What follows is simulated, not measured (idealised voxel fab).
Process module in this document: voxel ribs on slabs
Section shown: cut. Width: 145 nm. Cell size: 5 nm, square.
Cross-section spec: square-cell grid; bands listed top down; each band is one or more rows. What a band's entry tells you: where the top is and where the bottom is, as heights in nm, and after that what lies inside, material by material from left to right, each with its width in nm. Empty space is written as the word "empty", and a single material marked with the word "throughout" occupies the band from edge to edge. A quick word on heights: they are counted from 0, and under that level the wafer as it came to us is one material throughout. The lowest band is different from the rest in having no bottom; it simply continues downward, written as in "z 0 and below". Think of "30 to 40" as a width that walks from the first number to the second as you go down the band, top row to bottom row, taking equal-sized steps from row to row. Where a step carries "all unchanged", the cross-section came out of it unchanged, cell for cell. Enclosed voids (no open way to top), threshold 8 cells or more, entry "Unvented voids", notation width x height at distance, distance from left edge, nm. It should be noted that, on the line of a given step, the content following the step's settings is a remark produced by the simulator itself with respect to that step. overlay nm: step with mask; distance mask lay right of planned place; negative value = left of planned place.
The process steps that were planned are listed below:
1. RECEIVE: material Si
2. DIRECTIONAL_DEP: material SiO2, thk nm 30
3. DIRECTIONAL_DEP: material polySi, thk nm 25
4. PATTERN: tone cover, mask id RIB, material resist, width nm 30, thk nm 15, overlay nm 0
5. DIRECTIONAL_ETCH: etch materials polySi, depth nm 20
6. STRIP: etch materials resist
7. DIRECTIONAL_DEP: material aC, thk nm 10
8. PATTERN: tone cover, mask id SLAB, material resist, width nm 80, thk nm 30, overlay nm 0
9. DIRECTIONAL_ETCH: etch materials aC, depth nm 10
10. STRIP: etch materials resist
11. DIRECTIONAL_ETCH: etch materials polySi, depth nm 5
12. STRIP: etch materials aC
13. FILL_DEP: material SiO2, thk nm 25
14. CMP: height nm 70
15. DIRECTIONAL_DEP: material W, thk nm 5
16. MASKED_ETCH: tone cover, mask id HEATER, width nm 40, etch materials W, depth nm 5, overlay nm 0
17. CONFORMAL_DEP: material SiN, thk nm 5
Wafer, first of two, run as planned:
Step 1 complete: cross-section of the wafer as received:
	z 0 and below = Si throughout
	Unvented voids: none
Step 2 complete: cross-section through the wafer:
	z 30 to 0 = SiO2 throughout
	No changes below 0.
Step 3 complete: cross-section through the wafer:
	z 55 to 30 = polySi throughout
	No changes below 30.
Step 4 complete: cross-section through the wafer:
	z 70 to 55 = 55 nm empty, 30 nm resist, 60 nm empty
	No changes below 55.
Step 5 complete: cross-section through the wafer:
	z 70 to 55 = 55 nm empty, 30 nm resist, 60 nm empty
	z 55 to 35 = 55 nm empty, 30 nm polySi, 60 nm empty
	No changes below 35.
Step 6 complete: cross-section through the wafer:
	z 55 to 35 = 55 nm empty, 30 nm polySi, 60 nm empty
	No changes below 35.
Step 7 complete: cross-section through the wafer:
	z 65 to 55 = 55 nm empty, 30 nm aC, 60 nm empty
	z 55 to 45 = 55 nm empty, 30 nm polySi, 60 nm empty
	z 45 to 35 = 55 nm aC, 30 nm polySi, 60 nm aC
	No changes below 35.
Step 8 complete: cross-section through the wafer:
	z 95 to 65 = 30 nm empty, 80 nm resist, 35 nm empty
	z 65 to 55 = 30 nm empty, 25 nm resist, 30 nm aC, 25 nm resist, 35 nm empty
	z 55 to 45 = 30 nm empty, 25 nm resist, 30 nm polySi, 25 nm resist, 35 nm empty
	No changes below 45.
Step 9 complete: cross-section through the wafer:
	z 85 to 65 = 30 nm empty, 80 nm resist, 35 nm empty
	z 65 to 55 = 30 nm empty, 25 nm resist, 30 nm aC, 25 nm resist, 35 nm empty
	z 55 to 45 = 30 nm empty, 25 nm resist, 30 nm polySi, 25 nm resist, 35 nm empty
	z 45 to 35 = 30 nm empty, 25 nm aC, 30 nm polySi, 25 nm aC, 35 nm empty
	No changes below 35.
Step 10 complete: cross-section through the wafer:
	z 65 to 55 = 55 nm empty, 30 nm aC, 60 nm empty
	z 55 to 45 = 55 nm empty, 30 nm polySi, 60 nm empty
	No changes below 45.
Step 11 complete: cross-section through the wafer:
	z 65 to 55 = 55 nm empty, 30 nm aC, 60 nm empty
	z 55 to 45 = 55 nm empty, 30 nm polySi, 60 nm empty
	z 45 to 35 = 30 nm empty, 25 nm aC, 30 nm polySi, 25 nm aC, 35 nm empty
	z 35 to 30 = 30 nm empty, 80 nm polySi, 35 nm empty
	No changes below 30.
Step 12 complete: cross-section through the wafer:
	z 55 to 35 = 55 nm empty, 30 nm polySi, 60 nm empty
	No changes below 35.
Step 13 complete: cross-section through the wafer:
	z 80 to 55 = SiO2 throughout
	z 55 to 35 = 55 nm SiO2, 30 nm polySi, 60 nm SiO2
	z 35 to 30 = 30 nm SiO2, 80 nm polySi, 35 nm SiO2
	No changes below 30.
Step 14 complete: cross-section through the wafer:
	z 70 to 55 = SiO2 throughout
	No changes below 55.
Step 15 complete: cross-section through the wafer:
	z 75 to 70 = W throughout
	No changes below 70.
Step 16 complete: cross-section through the wafer:
	z 75 to 70 = 50 nm empty, 40 nm W, 55 nm empty
	No changes below 70.
Step 17 complete: cross-section through the wafer:
	z 80 to 75 = 45 nm empty, 50 nm SiN, 50 nm empty
	z 75 to 70 = 50 nm SiN, 40 nm W, 55 nm SiN
	No changes below 70.
Regarding the second of the two wafers: it shared the first wafer's starting condition and process plan, yet one error occurred during its execution. Its history coincides with that of the first wafer up to and including step 16:
Second wafer, sectioned view, at step 17's planned end time:
	z 80 to 75 = 45 nm empty, 50 nm polySi, 50 nm empty
	z 75 to 70 = 50 nm polySi, 40 nm W, 55 nm polySi
	No changes below 70.
Error vs. plan: step 17 went in with a setting other than planned; the actual run was CONFORMAL_DEP: material polySi, thk nm 5
In the final state, the cell counts of the second wafer exceed or fall short of those of the first for the following materials: SiN -31; polySi +31
